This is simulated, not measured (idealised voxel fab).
Module name: voxel capacitor over wiring (process module)
Section cut is 175 nm wide and gridded with 5 nm square cells.
Cross-section = grid of square cells, listed top down in bands; band = one or more rows.
The band entry comprises the height of the band's top followed by the height of its bottom, expressed in nm, and subsequently the band's materials from left to right, each stated together with its width in nm. Where a single material is marked with the word "everywhere", that material fills the band from edge to edge. The word "empty" represents empty space.
Zero point of the height axis is 0; under it, received wafer = one material. Lowest band: continues down indefinitely, "0 and below".
Graded width ("30 to 40"): value in top row of band = first number; value in bottom row = second number; row-to-row change constant.
Take "nothing got changed" at face value: in the step it is given for, the cross-section changed in none of its cells.
Entry "Closed empty spaces". Content: empty spaces with no open connection to the top, size 8 cells or greater. Each: width x height at distance. Distance: from left edge. Unit: nm.
Past the settings on a step's line: simulator remark, on that step.
overlay nm: mask offset rightward from planned place, masked step; negative means leftward offset.
Here's what the planned process steps look like:
1. RECEIVE [material Si]
2. CONFORMAL_DEP [material SiO2] [thk nm 10]
3. CONFORMAL_DEP [material SiCN] [thk nm 5]
4. DIRECTIONAL_DEP [material lowk] [thk nm 15]
5. PATTERN [tone open] [mask id METAL_1] [material resist] [width nm 20] [pitch nm 90] [thk nm 15] [overlay nm 0]
6. DIRECTIONAL_ETCH [etch materials lowk] [depth nm 15]
7. DIRECTIONAL_ETCH [etch materials SiCN] [depth nm 5]
8. STRIP [etch materials resist]
9. CONFORMAL_DEP [material TiN] [thk nm 5]
10. FILL_DEP [material Cu] [thk nm 5]
11. CMP [height nm 30]
12. EPI [material Ru] [thk nm 5]
13. FILL_DEP [material SiCN] [thk nm 5]
14. DIRECTIONAL_DEP [material lowk] [thk nm 15]
15. DIRECTIONAL_DEP [material aC] [thk nm 10]
16. PATTERN [tone open] [mask id PLUG_1] [material resist] [width nm 15] [thk nm 25] [overlay nm 0]
17. DIRECTIONAL_ETCH [etch materials aC] [depth nm 10]
18. STRIP [etch materials resist]
19. DIRECTIONAL_ETCH [etch materials lowk] [depth nm 15]
20. DIRECTIONAL_ETCH [etch materials SiCN] [depth nm 5]
21. STRIP [etch materials aC]
22. CONFORMAL_DEP [material TiN] [thk nm 5]
23. FILL_DEP [material Ru] [thk nm 5]
24. CMP [height nm 55]
25. DIRECTIONAL_DEP [material TiN] [thk nm 5]
26. DIRECTIONAL_DEP [material Al2O3] [thk nm 5]
27. DIRECTIONAL_DEP [material TiN] [thk nm 10]
28. MASKED_ETCH [tone cover] [mask id UPPER_PLATE] [width nm 75] [etch materials TiN] [depth nm 10] [overlay nm 0]
29. MASKED_ETCH [tone cover] [mask id UPPER_PLATE] [width nm 75] [etch materials Al2O3] [depth nm 5] [overlay nm 0]
30. MASKED_ETCH [tone cover] [mask id LOWER_PLATE] [width nm 85] [etch materials TiN] [depth nm 5] [overlay nm 0]
31. FILL_DEP [material SiO2] [thk nm 20]
32. CMP [height nm 90]
33. MASKED_ETCH [tone open] [mask id PLUG_2] [width nm 15] [etch materials SiO2] [depth nm 15] [overlay nm 0]
34. CONFORMAL_DEP [material TiN] [thk nm 5]
35. FILL_DEP [material W] [thk nm 10]
36. CMP [height nm 90]
37. CONFORMAL_DEP [material SiN] [thk nm 5]
Wafer, first of two, run as planned:
Received-state cross-section, reflecting completion of step 1:
* 0 and below | Si everywhere
* Closed empty spaces: none
Cross-section of the wafer after step 2:
* 10 down to 0 | SiO2 everywhere
* Heights below 0 show no change.
Cross-section of the wafer after step 3:
* 15 down to 10 | SiCN everywhere
* Heights below 10 show no change.
Cross-section of the wafer after step 4:
* 30 down to 15 | lowk everywhere
* Heights below 15 show no change.
Cross-section of the wafer after step 5:
* 45 down to 30 | resist 30, then empty 20, then resist 70, then empty 20, then resist 35
* Heights below 30 show no change.
Cross-section of the wafer after step 6:
* 45 down to 30 | resist 30, then empty 20, then resist 70, then empty 20, then resist 35
* 30 down to 15 | lowk 30, then empty 20, then lowk 70, then empty 20, then lowk 35
* Heights below 15 show no change.
Cross-section of the wafer after step 7:
* 45 down to 30 | resist 30, then empty 20, then resist 70, then empty 20, then resist 35
* 30 down to 15 | lowk 30, then empty 20, then lowk 70, then empty 20, then lowk 35
* 15 down to 10 | SiCN 30, then empty 20, then SiCN 70, then empty 20, then SiCN 35
* Heights below 10 show no change.
Cross-section of the wafer after step 8:
* 30 down to 15 | lowk 30, then empty 20, then lowk 70, then empty 20, then lowk 35
* Heights below 15 show no change.
Cross-section of the wafer after step 9:
* 35 down to 30 | TiN 35, then empty 10, then TiN 80, then empty 10, then TiN 40
* 30 down to 15 | lowk 30, then TiN 5, then empty 10, then TiN 5, then lowk 70, then TiN 5, then empty 10, then TiN 5, then lowk 35
* 15 down to 10 | SiCN 30, then TiN 20, then SiCN 70, then TiN 20, then SiCN 35
* Heights below 10 show no change.
Cross-section of the wafer after step 10:
* 40 down to 35 | Cu everywhere
* 35 down to 30 | TiN 35, then Cu 10, then TiN 80, then Cu 10, then TiN 40
* 30 down to 15 | lowk 30, then TiN 5, then Cu 10, then TiN 5, then lowk 70, then TiN 5, then Cu 10, then TiN 5, then lowk 35
* Heights below 15 show no change.
Cross-section of the wafer after step 11:
* 30 down to 15 | lowk 30, then TiN 5, then Cu 10, then TiN 5, then lowk 70, then TiN 5, then Cu 10, then TiN 5, then lowk 35
* Heights below 15 show no change.
Cross-section of the wafer after step 12:
* 35 down to 30 | empty 25, then Ru 30, then empty 60, then Ru 30, then empty 30
* Heights below 30 show no change.
Cross-section of the wafer after step 13:
* 40 down to 35 | SiCN everywhere
* 35 down to 30 | SiCN 25, then Ru 30, then SiCN 60, then Ru 30, then SiCN 30
* Heights below 30 show no change.
Cross-section of the wafer after step 14:
* 55 down to 40 | lowk everywhere
* Heights below 40 show no change.
Cross-section of the wafer after step 15:
* 65 down to 55 | aC everywhere
* Heights below 55 show no change.
Cross-section of the wafer after step 16:
* 90 down to 65 | resist 35, then empty 15, then resist 125
* Heights below 65 show no change.
Cross-section of the wafer after step 17:
* 80 down to 65 | resist 35, then empty 15, then resist 125
* 65 down to 55 | aC 35, then empty 15, then aC 125
* Heights below 55 show no change.
Cross-section of the wafer after step 18:
* 65 down to 55 | aC 35, then empty 15, then aC 125
* Heights below 55 show no change.
Cross-section of the wafer after step 19:
* 65 down to 55 | aC 35, then empty 15, then aC 125
* 55 down to 40 | lowk 35, then empty 15, then lowk 125
* Heights below 40 show no change.
Cross-section of the wafer after step 20:
* 65 down to 55 | aC 35, then empty 15, then aC 125
* 55 down to 40 | lowk 35, then empty 15, then lowk 125
* 40 down to 35 | SiCN 35, then empty 15, then SiCN 125
* Heights below 35 show no change.
Cross-section of the wafer after step 21:
* 55 down to 40 | lowk 35, then empty 15, then lowk 125
* Heights below 40 show no change.
Cross-section of the wafer after step 22:
* 60 down to 55 | TiN 40, then empty 5, then TiN 130
* 55 down to 40 | lowk 35, then TiN 5, then empty 5, then TiN 5, then lowk 125
* 40 down to 35 | SiCN 35, then TiN 15, then SiCN 125
* Heights below 35 show no change.
Cross-section of the wafer after step 23:
* 65 down to 60 | Ru everywhere
* 60 down to 55 | TiN 40, then Ru 5, then TiN 130
* 55 down to 40 | lowk 35, then TiN 5, then Ru 5, then TiN 5, then lowk 125
* Heights below 40 show no change.
Cross-section of the wafer after step 24:
* 55 down to 40 | lowk 35, then TiN 5, then Ru 5, then TiN 5, then lowk 125
* Heights below 40 show no change.
Cross-section of the wafer after step 25:
* 60 down to 55 | TiN everywhere
* Heights below 55 show no change.
Cross-section of the wafer after step 26:
* 65 down to 60 | Al2O3 everywhere
* Heights below 60 show no change.
Cross-section of the wafer after step 27:
* 75 down to 65 | TiN everywhere
* Heights below 65 show no change.
Cross-section of the wafer after step 28:
* 75 down to 65 | empty 35, then TiN 75, then empty 65
* Heights below 65 show no change.
Cross-section of the wafer after step 29:
* 75 down to 65 | empty 35, then TiN 75, then empty 65
* 65 down to 60 | empty 35, then Al2O3 75, then empty 65
* Heights below 60 show no change.
Cross-section of the wafer after step 30:
* 75 down to 65 | empty 35, then TiN 75, then empty 65
* 65 down to 60 | empty 35, then Al2O3 75, then empty 65
* 60 down to 55 | empty 30, then TiN 85, then empty 60
* Heights below 55 show no change.
Cross-section of the wafer after step 31:
* 95 down to 75 | SiO2 everywhere
* 75 down to 65 | SiO2 35, then TiN 75, then SiO2 65
* 65 down to 60 | SiO2 35, then Al2O3 75, then SiO2 65
* 60 down to 55 | SiO2 30, then TiN 85, then SiO2 60
* Heights below 55 show no change.
Cross-section of the wafer after step 32:
* 90 down to 75 | SiO2 everywhere
* Heights below 75 show no change.
Cross-section of the wafer after step 33:
* 90 down to 75 | SiO2 45, then empty 15, then SiO2 115
* Heights below 75 show no change.
Cross-section of the wafer after step 34:
* 95 down to 90 | TiN 50, then empty 5, then TiN 120
* 90 down to 80 | SiO2 45, then TiN 5, then empty 5, then TiN 5, then SiO2 115
* 80 down to 75 | SiO2 45, then TiN 15, then SiO2 115
* Heights below 75 show no change.
Cross-section of the wafer after step 35:
* 105 down to 95 | W everywhere
* 95 down to 90 | TiN 50, then W 5, then TiN 120
* 90 down to 80 | SiO2 45, then TiN 5, then W 5, then TiN 5, then SiO2 115
* Heights below 80 show no change.
Cross-section of the wafer after step 36:
* 90 down to 80 | SiO2 45, then TiN 5, then W 5, then TiN 5, then SiO2 115
* Heights below 80 show no change.
Cross-section of the wafer after step 37:
* 95 down to 90 | SiN everywhere
* Heights below 90 show no change.
Second Wafer (Identical Start and Plan, One Processing Error; Matches First Wafer Through Step 27):
Second wafer, section view, time point: scheduled end of step 28:
* 75 down to 65 | empty 35, then TiN 80, then empty 60
* Heights below 65 show no change.
Second wafer, section view, time point: scheduled end of step 29:
* 75 down to 65 | empty 35, then TiN 80, then empty 60
* 65 down to 60 | empty 35, then Al2O3 80, then empty 60
* Heights below 60 show no change.
Second wafer, section view, time point: scheduled end of step 30:
* 75 down to 65 | empty 35, then TiN 80, then empty 60
* 65 down to 60 | empty 35, then Al2O3 80, then empty 60
* 60 down to 55 | empty 30, then TiN 85, then empty 60
* Heights below 55 show no change.
Second wafer, section view, time point: scheduled end of step 31:
* 95 down to 75 | SiO2 everywhere
* 75 down to 65 | SiO2 35, then TiN 80, then SiO2 60
* 65 down to 60 | SiO2 35, then Al2O3 80, then SiO2 60
* 60 down to 55 | SiO2 30, then TiN 85, then SiO2 60
* Heights below 55 show no change.
Second wafer, section view, time point: scheduled end of step 32:
* 90 down to 75 | SiO2 everywhere
* Heights below 75 show no change.
Second wafer, section view, time point: scheduled end of step 33:
* 90 down to 75 | SiO2 45, then empty 15, then SiO2 115
* Heights below 75 show no change.
Second wafer, section view, time point: scheduled end of step 34:
* 95 down to 90 | TiN 50, then empty 5, then TiN 120
* 90 down to 80 | SiO2 45, then TiN 5, then empty 5, then TiN 5, then SiO2 115
* 80 down to 75 | SiO2 45, then TiN 15, then SiO2 115
* Heights below 75 show no change.
Second wafer, section view, time point: scheduled end of step 35:
* 105 down to 95 | W everywhere
* 95 down to 90 | TiN 50, then W 5, then TiN 120
* 90 down to 80 | SiO2 45, then TiN 5, then W 5, then TiN 5, then SiO2 115
* Heights below 80 show no change.
Second wafer, section view, time point: scheduled end of step 36:
* 90 down to 80 | SiO2 45, then TiN 5, then W 5, then TiN 5, then SiO2 115
* Heights below 80 show no change.
Second wafer, section view, time point: scheduled end of step 37:
* 95 down to 90 | SiN everywhere
* Heights below 90 show no change.
Short version of what went wrong: step 28 changed vs plan, executed as MASKED_ETCH [tone cover] [mask id UPPER_PLATE] [width nm 80] [etch materials TiN] [depth nm 10] [overlay nm 0]
The final cell counts differ between the wafers, with the second having more or fewer of some materials than the first: Al2O3 +1; SiO2 -3; TiN +2
